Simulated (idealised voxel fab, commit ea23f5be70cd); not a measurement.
process module | voxel transistor to metal
cross-section cut | 265 nm wide | cells 5 nm
A cross-section is a grid of square cells, given in bands from the top down. A band is one or more rows of cells.
Each band's line starts with the height of the band's top and of its bottom, in nm. Then come its materials from left to right, each with its width in nm. One material with "throughout" fills the band from edge to edge. "air" is empty space.
Height 0 is the level under which the wafer as received is all one material. The lowest band goes on downwards, as in "0 down".
A width such as "30 to 40" changes by the same amount from each row of cells to the next, from the band's top row to its bottom row.
"no change" after a step means that no cell of the cross-section changed.
closed voids: empty space of 8 cells or more with no open way to the top, each as width x height at its distance from the left edge, in nm
after a step's settings: what the simulator itself notes on the step
overlay nm, on a step with a mask: how far to the right of its planned place the mask lay; to the left if negative
plan
1 op RECEIVE | material Si
2 op OXIDIZE | depth nm 5
3 op CONFORMAL_DEP | material SiN | thk nm 15
4 op PATTERN | tone cover | mask id ACTIVE | material resist | width nm 105 | pitch nm 130 | thk nm 20 | overlay nm 0
5 op DIRECTIONAL_ETCH | etch materials SiN | depth nm 15
6 op DIRECTIONAL_ETCH | etch materials SiO2 | depth nm 5
7 op DIRECTIONAL_ETCH | etch materials Si | depth nm 25
8 op STRIP | etch materials resist
9 op OXIDIZE | depth nm 5
10 op FILL_DEP | material SiO2 | thk nm 15
11 op CMP | height nm 15
12 op SELECTIVE_ETCH | etch materials SiO2 | depth nm 10
13 op STRIP | etch materials SiN
14 op SELECTIVE_ETCH | etch materials SiO2 | depth nm 5
15 op OXIDIZE | depth nm 5
16 op DIRECTIONAL_DEP | material polySi | thk nm 25
17 op DIRECTIONAL_DEP | material SiCN | thk nm 10
18 op MASKED_ETCH | tone cover | mask id GATE | width nm 25 | pitch nm 130 | etch materials SiCN | depth nm 20 | overlay nm 0
19 op MASKED_ETCH | tone cover | mask id GATE | width nm 25 | pitch nm 130 | etch materials polySi | depth nm 35 | overlay nm 0
20 op CONFORMAL_DEP | material SiN | thk nm 5
21 op DIRECTIONAL_ETCH | etch materials SiN | depth nm 5
22 op DIRECTIONAL_ETCH | etch materials SiO2 | depth nm 5
23 op EPI | material nSi | thk nm 5
24 op FILL_DEP | material SiO2 | thk nm 5
25 op CMP | height nm 30
26 op DIRECTIONAL_DEP | material SiO2 | thk nm 10
27 op MASKED_ETCH | tone open | mask id CONTACT | width nm 15 | etch materials SiO2 | depth nm 45 | overlay nm 0
28 op CONFORMAL_DEP | material TiN | thk nm 5
29 op FILL_DEP | material Ru | thk nm 10
30 op CMP | height nm 40
31 op CONFORMAL_DEP | material SiN | thk nm 5
32 op DIRECTIONAL_DEP | material SiO2 | thk nm 25
33 op MASKED_ETCH | tone open | mask id METAL_1 | width nm 15 | etch materials SiO2 | depth nm 25 | overlay nm 0
34 op MASKED_ETCH | tone open | mask id METAL_1 | width nm 15 | etch materials SiN | depth nm 5 | overlay nm 0
35 op CONFORMAL_DEP | material TiN | thk nm 5
36 op FILL_DEP | material Ru | thk nm 10
37 op CMP | height nm 70
38 op EPI | material Ru | thk nm 5
39 op FILL_DEP | material SiCN | thk nm 5
first wafer, as planned
as received, after step 1
  0 down: Si throughout
  closed voids: none
after step 2
  0 to -5: SiO2 throughout
  below -5: unchanged
after step 3
  15 to 0: SiN throughout
  below 0: unchanged
after step 4
  35 to 15: air 15 | resist 105 | air 25 | resist 105 | air 15
  below 15: unchanged
after step 5
  35 to 15: air 15 | resist 105 | air 25 | resist 105 | air 15
  15 to 0: air 15 | SiN 105 | air 25 | SiN 105 | air 15
  below 0: unchanged
after step 6
  35 to 15: air 15 | resist 105 | air 25 | resist 105 | air 15
  15 to 0: air 15 | SiN 105 | air 25 | SiN 105 | air 15
  0 to -5: air 15 | SiO2 105 | air 25 | SiO2 105 | air 15
  below -5: unchanged
after step 7
  35 to 15: air 15 | resist 105 | air 25 | resist 105 | air 15
  15 to 0: air 15 | SiN 105 | air 25 | SiN 105 | air 15
  0 to -5: air 15 | SiO2 105 | air 25 | SiO2 105 | air 15
  -5 to -30: air 15 | Si 105 | air 25 | Si 105 | air 15
  below -30: unchanged
after step 8
  15 to 0: air 15 | SiN 105 | air 25 | SiN 105 | air 15
  below 0: unchanged
after step 9
  15 to 0: air 15 | SiN 105 | air 25 | SiN 105 | air 15
  0 to -5: air 15 | SiO2 105 | air 25 | SiO2 105 | air 15
  -5 to -30: air 15 | SiO2 5 | Si 95 | SiO2 5 | air 25 | SiO2 5 | Si 95 | SiO2 5 | air 15
  -30 to -35: SiO2 20 | Si 95 | SiO2 35 | Si 95 | SiO2 20
  below -35: unchanged
after step 10
  30 to 15: SiO2 throughout
  15 to 0: SiO2 15 | SiN 105 | SiO2 25 | SiN 105 | SiO2 15
  0 to -5: SiO2 throughout
  -5 to -35: SiO2 20 | Si 95 | SiO2 35 | Si 95 | SiO2 20
  below -35: unchanged
after step 11
  15 to 0: SiO2 15 | SiN 105 | SiO2 25 | SiN 105 | SiO2 15
  below 0: unchanged
after step 12
  15 to 5: air 15 | SiN 105 | air 25 | SiN 105 | air 15
  below 5: unchanged
after step 13
  5 to 0: SiO2 15 | air 105 | SiO2 25 | air 105 | SiO2 15
  below 0: unchanged
after step 14
  0 to -5: SiO2 10 | air 115 | SiO2 15 | air 115 | SiO2 10
  below -5: unchanged
after step 15
  0 to -5: SiO2 10 | air 115 | SiO2 15 | air 115 | SiO2 10
  -5 to -10: SiO2 throughout
  below -10: unchanged
after step 16
  25 to 20: polySi 10 | air 115 | polySi 15 | air 115 | polySi 10
  20 to 0: polySi throughout
  0 to -5: SiO2 10 | polySi 115 | SiO2 15 | polySi 115 | SiO2 10
  below -5: unchanged
after step 17
  35 to 30: SiCN 10 | air 115 | SiCN 15 | air 115 | SiCN 10
  30 to 25: SiCN throughout
  25 to 20: polySi 10 | SiCN 115 | polySi 15 | SiCN 115 | polySi 10
  below 20: unchanged
after step 18
  30 to 25: air 55 | SiCN 25 | air 105 | SiCN 25 | air 55
  25 to 20: polySi 10 | air 45 | SiCN 25 | air 45 | polySi 15 | air 45 | SiCN 25 | air 45 | polySi 10
  below 20: unchanged
after step 19
  30 to 20: air 55 | SiCN 25 | air 105 | SiCN 25 | air 55
  20 to 0: air 55 | polySi 25 | air 105 | polySi 25 | air 55
  0 to -5: SiO2 10 | air 45 | polySi 25 | air 45 | SiO2 15 | air 45 | polySi 25 | air 45 | SiO2 10
  below -5: unchanged
after step 20
  35 to 30: air 50 | SiN 35 | air 95 | SiN 35 | air 50
  30 to 20: air 50 | SiN 5 | SiCN 25 | SiN 5 | air 95 | SiN 5 | SiCN 25 | SiN 5 | air 50
  20 to 5: air 50 | SiN 5 | polySi 25 | SiN 5 | air 95 | SiN 5 | polySi 25 | SiN 5 | air 50
  5 to 0: SiN 15 | air 35 | SiN 5 | polySi 25 | SiN 5 | air 35 | SiN 25 | air 35 | SiN 5 | polySi 25 | SiN 5 | air 35 | SiN 15
  0 to -5: SiO2 10 | SiN 45 | polySi 25 | SiN 45 | SiO2 15 | SiN 45 | polySi 25 | SiN 45 | SiO2 10
  below -5: unchanged
after step 21
  30 to 20: air 50 | SiN 5 | SiCN 25 | SiN 5 | air 95 | SiN 5 | SiCN 25 | SiN 5 | air 50
  20 to 0: air 50 | SiN 5 | polySi 25 | SiN 5 | air 95 | SiN 5 | polySi 25 | SiN 5 | air 50
  0 to -5: SiO2 10 | SiN 5 | air 35 | SiN 5 | polySi 25 | SiN 5 | air 35 | SiN 5 | SiO2 15 | SiN 5 | air 35 | SiN 5 | polySi 25 | SiN 5 | air 35 | SiN 5 | SiO2 10
  below -5: unchanged
after step 22
  30 to 20: air 50 | SiN 5 | SiCN 25 | SiN 5 | air 95 | SiN 5 | SiCN 25 | SiN 5 | air 50
  20 to 0: air 50 | SiN 5 | polySi 25 | SiN 5 | air 95 | SiN 5 | polySi 25 | SiN 5 | air 50
  0 to -5: air 10 | SiN 5 | air 35 | SiN 5 | polySi 25 | SiN 5 | air 35 | SiN 5 | air 15 | SiN 5 | air 35 | SiN 5 | polySi 25 | SiN 5 | air 35 | SiN 5 | air 10
  -5 to -10: SiO2 15 | air 35 | SiO2 35 | air 35 | SiO2 25 | air 35 | SiO2 35 | air 35 | SiO2 15
  below -10: unchanged
after step 23
  30 to 20: air 50 | SiN 5 | SiCN 25 | SiN 5 | air 95 | SiN 5 | SiCN 25 | SiN 5 | air 50
  20 to 0: air 50 | SiN 5 | polySi 25 | SiN 5 | air 95 | SiN 5 | polySi 25 | SiN 5 | air 50
  0 to -5: air 10 | SiN 5 | air 35 | SiN 5 | polySi 25 | SiN 5 | air 35 | SiN 5 | air 15 | SiN 5 | air 35 | SiN 5 | polySi 25 | SiN 5 | air 35 | SiN 5 | air 10
  -5 to -10: SiO2 15 | nSi 35 | SiO2 35 | nSi 35 | SiO2 25 | nSi 35 | SiO2 35 | nSi 35 | SiO2 15
  below -10: unchanged
after step 24
  35 to 30: SiO2 throughout
  30 to 20: SiO2 50 | SiN 5 | SiCN 25 | SiN 5 | SiO2 95 | SiN 5 | SiCN 25 | SiN 5 | SiO2 50
  20 to 0: SiO2 50 | SiN 5 | polySi 25 | SiN 5 | SiO2 95 | SiN 5 | polySi 25 | SiN 5 | SiO2 50
  0 to -5: SiO2 10 | SiN 5 | SiO2 35 | SiN 5 | polySi 25 | SiN 5 | SiO2 35 | SiN 5 | SiO2 15 | SiN 5 | SiO2 35 | SiN 5 | polySi 25 | SiN 5 | SiO2 35 | SiN 5 | SiO2 10
  below -5: unchanged
after step 25
  30 to 20: SiO2 50 | SiN 5 | SiCN 25 | SiN 5 | SiO2 95 | SiN 5 | SiCN 25 | SiN 5 | SiO2 50
  below 20: unchanged
after step 26
  40 to 30: SiO2 throughout
  below 30: unchanged
after step 27
  40 to 30: SiO2 25 | air 15 | SiO2 55 | air 15 | SiO2 45 | air 15 | SiO2 55 | air 15 | SiO2 25
  30 to 20: SiO2 25 | air 15 | SiO2 10 | SiN 5 | SiCN 25 | SiN 5 | SiO2 10 | air 15 | SiO2 45 | air 15 | SiO2 10 | SiN 5 | SiCN 25 | SiN 5 | SiO2 10 | air 15 | SiO2 25
  20 to 0: SiO2 25 | air 15 | SiO2 10 | SiN 5 | polySi 25 | SiN 5 | SiO2 10 | air 15 | SiO2 45 | air 15 | SiO2 10 | SiN 5 | polySi 25 | SiN 5 | SiO2 10 | air 15 | SiO2 25
  0 to -5: SiO2 10 | SiN 5 | SiO2 10 | air 15 | SiO2 10 | SiN 5 | polySi 25 | SiN 5 | SiO2 10 | air 15 | SiO2 10 | SiN 5 | SiO2 15 | SiN 5 | SiO2 10 | air 15 | SiO2 10 | SiN 5 | polySi 25 | SiN 5 | SiO2 10 | air 15 | SiO2 10 | SiN 5 | SiO2 10
  below -5: unchanged
after step 28
  45 to 40: TiN 30 | air 5 | TiN 65 | air 5 | TiN 55 | air 5 | TiN 65 | air 5 | TiN 30
  40 to 30: SiO2 25 | TiN 5 | air 5 | TiN 5 | SiO2 55 | TiN 5 | air 5 | TiN 5 | SiO2 45 | TiN 5 | air 5 | TiN 5 | SiO2 55 | TiN 5 | air 5 | TiN 5 | SiO2 25
  30 to 20: SiO2 25 | TiN 5 | air 5 | TiN 5 | SiO2 10 | SiN 5 | SiCN 25 | SiN 5 | SiO2 10 | TiN 5 | air 5 | TiN 5 | SiO2 45 | TiN 5 | air 5 | TiN 5 | SiO2 10 | SiN 5 | SiCN 25 | SiN 5 | SiO2 10 | TiN 5 | air 5 | TiN 5 | SiO2 25
  20 to 0: SiO2 25 | TiN 5 | air 5 | TiN 5 | SiO2 10 | SiN 5 | polySi 25 | SiN 5 | SiO2 10 | TiN 5 | air 5 | TiN 5 | SiO2 45 | TiN 5 | air 5 | TiN 5 | SiO2 10 | SiN 5 | polySi 25 | SiN 5 | SiO2 10 | TiN 5 | air 5 | TiN 5 | SiO2 25
  0 to -5: SiO2 10 | SiN 5 | SiO2 10 | TiN 15 | SiO2 10 | SiN 5 | polySi 25 | SiN 5 | SiO2 10 | TiN 15 | SiO2 10 | SiN 5 | SiO2 15 | SiN 5 | SiO2 10 | TiN 15 | SiO2 10 | SiN 5 | polySi 25 | SiN 5 | SiO2 10 | TiN 15 | SiO2 10 | SiN 5 | SiO2 10
  below -5: unchanged
after step 29
  55 to 45: Ru throughout
  45 to 40: TiN 30 | Ru 5 | TiN 65 | Ru 5 | TiN 55 | Ru 5 | TiN 65 | Ru 5 | TiN 30
  40 to 30: SiO2 25 | TiN 5 | Ru 5 | TiN 5 | SiO2 55 | TiN 5 | Ru 5 | TiN 5 | SiO2 45 | TiN 5 | Ru 5 | TiN 5 | SiO2 55 | TiN 5 | Ru 5 | TiN 5 | SiO2 25
  30 to 20: SiO2 25 | TiN 5 | Ru 5 | TiN 5 | SiO2 10 | SiN 5 | SiCN 25 | SiN 5 | SiO2 10 | TiN 5 | Ru 5 | TiN 5 | SiO2 45 | TiN 5 | Ru 5 | TiN 5 | SiO2 10 | SiN 5 | SiCN 25 | SiN 5 | SiO2 10 | TiN 5 | Ru 5 | TiN 5 | SiO2 25
  20 to 0: SiO2 25 | TiN 5 | Ru 5 | TiN 5 | SiO2 10 | SiN 5 | polySi 25 | SiN 5 | SiO2 10 | TiN 5 | Ru 5 | TiN 5 | SiO2 45 | TiN 5 | Ru 5 | TiN 5 | SiO2 10 | SiN 5 | polySi 25 | SiN 5 | SiO2 10 | TiN 5 | Ru 5 | TiN 5 | SiO2 25
  below 0: unchanged
after step 30
  40 to 30: SiO2 25 | TiN 5 | Ru 5 | TiN 5 | SiO2 55 | TiN 5 | Ru 5 | TiN 5 | SiO2 45 | TiN 5 | Ru 5 | TiN 5 | SiO2 55 | TiN 5 | Ru 5 | TiN 5 | SiO2 25
  below 30: unchanged
after step 31
  45 to 40: SiN throughout
  below 40: unchanged
after step 32
  70 to 45: SiO2 throughout
  below 45: unchanged
after step 33
  70 to 45: SiO2 25 | air 15 | SiO2 55 | air 15 | SiO2 45 | air 15 | SiO2 55 | air 15 | SiO2 25
  below 45: unchanged
after step 34
  70 to 45: SiO2 25 | air 15 | SiO2 55 | air 15 | SiO2 45 | air 15 | SiO2 55 | air 15 | SiO2 25
  45 to 40: SiN 25 | air 15 | SiN 55 | air 15 | SiN 45 | air 15 | SiN 55 | air 15 | SiN 25
  below 40: unchanged
after step 35
  75 to 70: TiN 30 | air 5 | TiN 65 | air 5 | TiN 55 | air 5 | TiN 65 | air 5 | TiN 30
  70 to 45: SiO2 25 | TiN 5 | air 5 | TiN 5 | SiO2 55 | TiN 5 | air 5 | TiN 5 | SiO2 45 | TiN 5 | air 5 | TiN 5 | SiO2 55 | TiN 5 | air 5 | TiN 5 | SiO2 25
  45 to 40: SiN 25 | TiN 15 | SiN 55 | TiN 15 | SiN 45 | TiN 15 | SiN 55 | TiN 15 | SiN 25
  below 40: unchanged
after step 36
  85 to 75: Ru throughout
  75 to 70: TiN 30 | Ru 5 | TiN 65 | Ru 5 | TiN 55 | Ru 5 | TiN 65 | Ru 5 | TiN 30
  70 to 45: SiO2 25 | TiN 5 | Ru 5 | TiN 5 | SiO2 55 | TiN 5 | Ru 5 | TiN 5 | SiO2 45 | TiN 5 | Ru 5 | TiN 5 | SiO2 55 | TiN 5 | Ru 5 | TiN 5 | SiO2 25
  below 45: unchanged
after step 37
  70 to 45: SiO2 25 | TiN 5 | Ru 5 | TiN 5 | SiO2 55 | TiN 5 | Ru 5 | TiN 5 | SiO2 45 | TiN 5 | Ru 5 | TiN 5 | SiO2 55 | TiN 5 | Ru 5 | TiN 5 | SiO2 25
  below 45: unchanged
after step 38
  75 to 70: air 20 | Ru 25 | air 45 | Ru 25 | air 35 | Ru 25 | air 45 | Ru 25 | air 20
  below 70: unchanged
after step 39
  80 to 75: SiCN throughout
  75 to 70: SiCN 20 | Ru 25 | SiCN 45 | Ru 25 | SiCN 35 | Ru 25 | SiCN 45 | Ru 25 | SiCN 20
  below 70: unchanged
second wafer: like start, like plan, one mistake. Through step 31 it matches the first wafer
when step 32 should have ended
  70 to 45: TiN throughout
  below 45: unchanged
when step 33 should have ended: no change
when step 34 should have ended: no change
when step 35 should have ended
  75 to 45: TiN throughout
  below 45: unchanged
when step 36 should have ended
  85 to 75: Ru throughout
  below 75: unchanged
when step 37 should have ended
  70 to 45: TiN throughout
  below 45: unchanged
when step 38 should have ended
  75 to 70: Ru throughout
  below 70: unchanged
when step 39 should have ended
  80 to 75: SiCN throughout
  below 75: unchanged
what went wrong: step 32 ran as: op DIRECTIONAL_DEP | material TiN | thk nm 25
at the end the second wafer has, in cells: 13 more of Ru | 33 fewer of SiCN | 12 more of SiN | 205 fewer of SiO2 | 213 more of TiN
